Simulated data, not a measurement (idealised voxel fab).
The following is a process module called voxel wiring stack.
The width of the displayed cross-section, cut, is 205 nm; its cells are square, with a size of 5 nm.
A cross-section in this document is a grid of square cells, and it is written down as bands, the top band listed before the ones below it; a band is made up of one or more rows of cells.
Each band's line starts with the height of the band's top and of its bottom, in nm. Then come its materials from left to right, each with its width in nm. One material with "edge to edge" fills the band from edge to edge. "blank" is empty space.
Height reference: 0 = level under which incoming wafer is all one material. Lowest band: no bottom, runs on downward, e.g. "from 0 down".
With a width like "30->40", each row of cells in the band differs from the next by the same amount, the top row carrying the first number and the bottom row the second.
Step note "stayed the same" = no cross-section cell changed.
If an empty space has no open way to the top and is at least 8 cells in size, "Closed void entries" lists it, written width x height at distance, where distance is measured from the left edge and every value is in nm.
Formally, on a step line, whatever follows the settings is a remark that the simulator itself makes on the step.
"overlay nm" denotes, for a step that has a mask, the displacement of the mask to the right of its planned place, with negative values corresponding to the left.

### Planned step list for the process
| 1 | RECEIVE (material Si) |
| 2 | CONFORMAL_DEP (material SiO2; thk nm 10) |
| 3 | DIRECTIONAL_DEP (material TiN; thk nm 5) |
| 4 | DIRECTIONAL_DEP (material Ru; thk nm 25) |
| 5 | PATTERN (tone cover; mask id METAL_1; material resist; width nm 30; pitch nm 50; thk nm 20; overlay nm 0) |
| 6 | DIRECTIONAL_ETCH (etch materials Ru; depth nm 25) |
| 7 | DIRECTIONAL_ETCH (etch materials TiN; depth nm 5) |
| 8 | STRIP (etch materials resist) |
| 9 | FILL_DEP (material SiO2; thk nm 10) |
| 10 | CMP (height nm 40) |
| 11 | CONFORMAL_DEP (material SiCN; thk nm 5) |
| 12 | DIRECTIONAL_DEP (material SiO2; thk nm 15) |
| 13 | MASKED_ETCH (tone open; mask id PLUG_1; width nm 15; pitch nm 50; etch materials SiO2; depth nm 15; overlay nm 0) |
| 14 | MASKED_ETCH (tone open; mask id PLUG_1; width nm 15; pitch nm 50; etch materials SiCN; depth nm 5; overlay nm 0) |
| 15 | CONFORMAL_DEP (material TiN; thk nm 5) |
| 16 | FILL_DEP (material Cu; thk nm 5) |
| 17 | CMP (height nm 60) |
| 18 | CONFORMAL_DEP (material SiN; thk nm 5) |
| 19 | DIRECTIONAL_DEP (material SiO2; thk nm 25) |
| 20 | DIRECTIONAL_DEP (material aC; thk nm 10) |
| 21 | PATTERN (tone open; mask id METAL_2; material resist; width nm 30; pitch nm 50; thk nm 25; overlay nm 0) |
| 22 | DIRECTIONAL_ETCH (etch materials aC; depth nm 10) |
| 23 | STRIP (etch materials resist) |
| 24 | DIRECTIONAL_ETCH (etch materials SiO2; depth nm 25) |
| 25 | DIRECTIONAL_ETCH (etch materials SiN; depth nm 5) |
| 26 | STRIP (etch materials aC) |
| 27 | CONFORMAL_DEP (material TiN; thk nm 5) |
| 28 | FILL_DEP (material Cu; thk nm 5) |
| 29 | CMP (height nm 90) |
| 30 | CONFORMAL_DEP (material SiCN; thk nm 5) |

### Cross-section of the wafer upon arrival, representing the state reached after step 1
  from 0 down | Si edge to edge
  Closed void entries: none

### The first of the two wafers as seen in cross-section once the module was finished; processing followed the plan
  from 95 to 90 | SiCN edge to edge
  from 90 to 65 | SiO2 35; TiN 5; Cu 20; TiN 5; SiO2 20; TiN 5; Cu 20; TiN 5; SiO2 20; TiN 5; Cu 20; TiN 5; SiO2 40
  from 65 to 60 | SiN 35; TiN 30; SiN 20; TiN 30; SiN 20; TiN 30; SiN 40
  from 60 to 45 | SiO2 35; TiN 5; Cu 5; TiN 5; SiO2 35; TiN 5; Cu 5; TiN 5; SiO2 35; TiN 5; Cu 5; TiN 5; SiO2 55
  from 45 to 40 | SiCN 35; TiN 15; SiCN 35; TiN 15; SiCN 35; TiN 15; SiCN 55
  from 40 to 15 | SiO2 35; Ru 30; SiO2 20; Ru 30; SiO2 20; Ru 30; SiO2 40
  from 15 to 10 | SiO2 35; TiN 30; SiO2 20; TiN 30; SiO2 20; TiN 30; SiO2 40
  from 10 to 0 | SiO2 edge to edge
  from 0 down | Si edge to edge
  Closed void entries: none

### What the second wafer looks like in cross-section once the module is done. Its start and its plan matched the first wafer's exactly; what differed was one mistake in how it was run
  from 95 to 90 | SiCN edge to edge
  from 90 to 65 | SiO2 35; TiN 5; Cu 20; TiN 5; SiO2 20; TiN 5; Cu 20; TiN 5; SiO2 20; TiN 5; Cu 20; TiN 5; SiO2 40
  from 65 to 60 | SiN 35; TiN 30; SiN 20; TiN 30; SiN 20; TiN 30; SiN 40
  from 60 to 55 | SiCN 35; TiN 15; SiCN 35; TiN 15; SiCN 35; TiN 15; SiCN 55
  from 55 to 40 | SiO2 edge to edge
  from 40 to 15 | SiO2 35; Ru 30; SiO2 20; Ru 30; SiO2 20; Ru 30; SiO2 40
  from 15 to 10 | SiO2 35; TiN 30; SiO2 20; TiN 30; SiO2 20; TiN 30; SiO2 40
  from 10 to 0 | SiO2 edge to edge
  from 0 down | Si edge to edge
  Closed void entries: none
Heads up, the wafer didn't run the way we planned it: the executed order of steps 11 and 12 is the reverse of that specified in the plan, each step having taken the other's position
Counted in cells at the end, the second wafer holds more or fewer of these materials than the first: Cu -9 | SiO2 +27 | TiN -18
